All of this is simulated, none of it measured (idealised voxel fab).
process module | voxel gate over fins
cross-section cut | 235 nm wide | cells 5 nm
A cross-section is a grid of square cells, given in bands from the top down. A band is one or more rows of cells.
Each band's line starts with the height of the band's top and of its bottom, in nm. Then come its materials from left to right, each with its width in nm. One material with "throughout" fills the band from edge to edge. "air" is empty space.
Height 0 is the level under which the wafer as received is all one material. The lowest band goes on downwards, as in "0 down".
A width such as "30 to 40" changes by the same amount from each row of cells to the next, from the band's top row to its bottom row.
"no change" after a step means that no cell of the cross-section changed.
closed voids: empty space of 8 cells or more with no open way to the top, each as width x height at its distance from the left edge, in nm
after a step's settings: what the simulator itself notes on the step
overlay nm, on a step with a mask: how far to the right of its planned place the mask lay; to the left if negative
plan
1 op RECEIVE | material Si
2 op CONFORMAL_DEP | material SiN | thk nm 10
3 op DIRECTIONAL_DEP | material aC | thk nm 15
4 op PATTERN | tone cover | mask id FINS | material resist | width nm 15 | pitch nm 40 | thk nm 35 | overlay nm 0
5 op DIRECTIONAL_ETCH | etch materials aC | depth nm 15
6 op STRIP | etch materials resist
7 op DIRECTIONAL_ETCH | etch materials SiN | depth nm 10
8 op DIRECTIONAL_ETCH | etch materials Si | depth nm 40
9 op STRIP | etch materials aC
10 op FILL_DEP | material SiO2 | thk nm 5
11 op CMP | height nm 10
12 op SELECTIVE_ETCH | etch materials SiO2 | depth nm 25
13 op STRIP | etch materials SiN
14 op CONFORMAL_DEP | material HfO2 | thk nm 5
15 op CONFORMAL_DEP | material TiN | thk nm 5
16 op CONFORMAL_DEP | material TiAl | thk nm 5
17 op CONFORMAL_DEP | material TiN | thk nm 5
18 op FILL_DEP | material W | thk nm 10
19 op CMP | height nm 25
20 op CONFORMAL_DEP | material SiN | thk nm 10
first wafer, as planned
as received, after step 1
  0 down: Si throughout
  closed voids: none
after step 2
  10 to 0: SiN throughout
  below 0: unchanged
after step 3
  25 to 10: aC throughout
  below 10: unchanged
after step 4
  60 to 25: air 90 | resist 15 | air 25 | resist 15 | air 90
  below 25: unchanged
after step 5
  45 to 25: air 90 | resist 15 | air 25 | resist 15 | air 90
  25 to 10: air 90 | aC 15 | air 25 | aC 15 | air 90
  below 10: unchanged
after step 6
  25 to 10: air 90 | aC 15 | air 25 | aC 15 | air 90
  below 10: unchanged
after step 7
  25 to 10: air 90 | aC 15 | air 25 | aC 15 | air 90
  10 to 0: air 90 | SiN 15 | air 25 | SiN 15 | air 90
  below 0: unchanged
after step 8
  25 to 10: air 90 | aC 15 | air 25 | aC 15 | air 90
  10 to 0: air 90 | SiN 15 | air 25 | SiN 15 | air 90
  0 to -40: air 90 | Si 15 | air 25 | Si 15 | air 90
  below -40: unchanged
after step 9
  10 to 0: air 90 | SiN 15 | air 25 | SiN 15 | air 90
  below 0: unchanged
after step 10
  15 to 10: SiO2 throughout
  10 to 0: SiO2 90 | SiN 15 | SiO2 25 | SiN 15 | SiO2 90
  0 to -40: SiO2 90 | Si 15 | SiO2 25 | Si 15 | SiO2 90
  below -40: unchanged
after step 11
  10 to 0: SiO2 90 | SiN 15 | SiO2 25 | SiN 15 | SiO2 90
  below 0: unchanged
after step 12
  10 to 0: air 90 | SiN 15 | air 25 | SiN 15 | air 90
  0 to -15: air 90 | Si 15 | air 25 | Si 15 | air 90
  below -15: unchanged
after step 13
  0 to -15: air 90 | Si 15 | air 25 | Si 15 | air 90
  below -15: unchanged
after step 14
  5 to 0: air 85 | HfO2 25 | air 15 | HfO2 25 | air 85
  0 to -10: air 85 | HfO2 5 | Si 15 | HfO2 5 | air 15 | HfO2 5 | Si 15 | HfO2 5 | air 85
  -10 to -15: HfO2 90 | Si 15 | HfO2 25 | Si 15 | HfO2 90
  below -15: unchanged
after step 15
  10 to 5: air 80 | TiN 35 | air 5 | TiN 35 | air 80
  5 to 0: air 80 | TiN 5 | HfO2 25 | TiN 5 | air 5 | TiN 5 | HfO2 25 | TiN 5 | air 80
  0 to -5: air 80 | TiN 5 | HfO2 5 | Si 15 | HfO2 5 | TiN 5 | air 5 | TiN 5 | HfO2 5 | Si 15 | HfO2 5 | TiN 5 | air 80
  -5 to -10: TiN 85 | HfO2 5 | Si 15 | HfO2 5 | TiN 15 | HfO2 5 | Si 15 | HfO2 5 | TiN 85
  below -10: unchanged
after step 16
  15 to 10: air 75 | TiAl 85 | air 75
  10 to 5: air 75 | TiAl 5 | TiN 35 | TiAl 5 | TiN 35 | TiAl 5 | air 75
  5 to 0: air 75 | TiAl 5 | TiN 5 | HfO2 25 | TiN 5 | TiAl 5 | TiN 5 | HfO2 25 | TiN 5 | TiAl 5 | air 75
  0 to -5: TiAl 80 | TiN 5 | HfO2 5 | Si 15 | HfO2 5 | TiN 5 | TiAl 5 | TiN 5 | HfO2 5 | Si 15 | HfO2 5 | TiN 5 | TiAl 80
  below -5: unchanged
after step 17
  20 to 15: air 70 | TiN 95 | air 70
  15 to 10: air 70 | TiN 5 | TiAl 85 | TiN 5 | air 70
  10 to 5: air 70 | TiN 5 | TiAl 5 | TiN 35 | TiAl 5 | TiN 35 | TiAl 5 | TiN 5 | air 70
  5 to 0: TiN 75 | TiAl 5 | TiN 5 | HfO2 25 | TiN 5 | TiAl 5 | TiN 5 | HfO2 25 | TiN 5 | TiAl 5 | TiN 75
  below 0: unchanged
after step 18
  30 to 20: W throughout
  20 to 15: W 70 | TiN 95 | W 70
  15 to 10: W 70 | TiN 5 | TiAl 85 | TiN 5 | W 70
  10 to 5: W 70 | TiN 5 | TiAl 5 | TiN 35 | TiAl 5 | TiN 35 | TiAl 5 | TiN 5 | W 70
  below 5: unchanged
after step 19
  25 to 20: W throughout
  below 20: unchanged
after step 20
  35 to 25: SiN throughout
  below 25: unchanged
second wafer: like start, like plan, one mistake. Through step 13 it matches the first wafer
when step 14 should have ended
  5 to 0: air 85 | TiN 25 | air 15 | TiN 25 | air 85
  0 to -10: air 85 | TiN 5 | Si 15 | TiN 5 | air 15 | TiN 5 | Si 15 | TiN 5 | air 85
  -10 to -15: TiN 90 | Si 15 | TiN 25 | Si 15 | TiN 90
  below -15: unchanged
when step 15 should have ended
  10 to 5: air 80 | HfO2 35 | air 5 | HfO2 35 | air 80
  5 to 0: air 80 | HfO2 5 | TiN 25 | HfO2 5 | air 5 | HfO2 5 | TiN 25 | HfO2 5 | air 80
  0 to -5: air 80 | HfO2 5 | TiN 5 | Si 15 | TiN 5 | HfO2 5 | air 5 | HfO2 5 | TiN 5 | Si 15 | TiN 5 | HfO2 5 | air 80
  -5 to -10: HfO2 85 | TiN 5 | Si 15 | TiN 5 | HfO2 15 | TiN 5 | Si 15 | TiN 5 | HfO2 85
  below -10: unchanged
when step 16 should have ended
  15 to 10: air 75 | TiAl 85 | air 75
  10 to 5: air 75 | TiAl 5 | HfO2 35 | TiAl 5 | HfO2 35 | TiAl 5 | air 75
  5 to 0: air 75 | TiAl 5 | HfO2 5 | TiN 25 | HfO2 5 | TiAl 5 | HfO2 5 | TiN 25 | HfO2 5 | TiAl 5 | air 75
  0 to -5: TiAl 80 | HfO2 5 | TiN 5 | Si 15 | TiN 5 | HfO2 5 | TiAl 5 | HfO2 5 | TiN 5 | Si 15 | TiN 5 | HfO2 5 | TiAl 80
  below -5: unchanged
when step 17 should have ended
  20 to 15: air 70 | TiN 95 | air 70
  15 to 10: air 70 | TiN 5 | TiAl 85 | TiN 5 | air 70
  10 to 5: air 70 | TiN 5 | TiAl 5 | HfO2 35 | TiAl 5 | HfO2 35 | TiAl 5 | TiN 5 | air 70
  5 to 0: TiN 75 | TiAl 5 | HfO2 5 | TiN 25 | HfO2 5 | TiAl 5 | HfO2 5 | TiN 25 | HfO2 5 | TiAl 5 | TiN 75
  below 0: unchanged
when step 18 should have ended
  30 to 20: W throughout
  20 to 15: W 70 | TiN 95 | W 70
  15 to 10: W 70 | TiN 5 | TiAl 85 | TiN 5 | W 70
  10 to 5: W 70 | TiN 5 | TiAl 5 | HfO2 35 | TiAl 5 | HfO2 35 | TiAl 5 | TiN 5 | W 70
  below 5: unchanged
when step 19 should have ended
  25 to 20: W throughout
  below 20: unchanged
when step 20 should have ended
  35 to 25: SiN throughout
  below 25: unchanged
what went wrong: steps 14 and 15 were swapped
at the end the second wafer has, in cells: as many of each material as the first, in other places
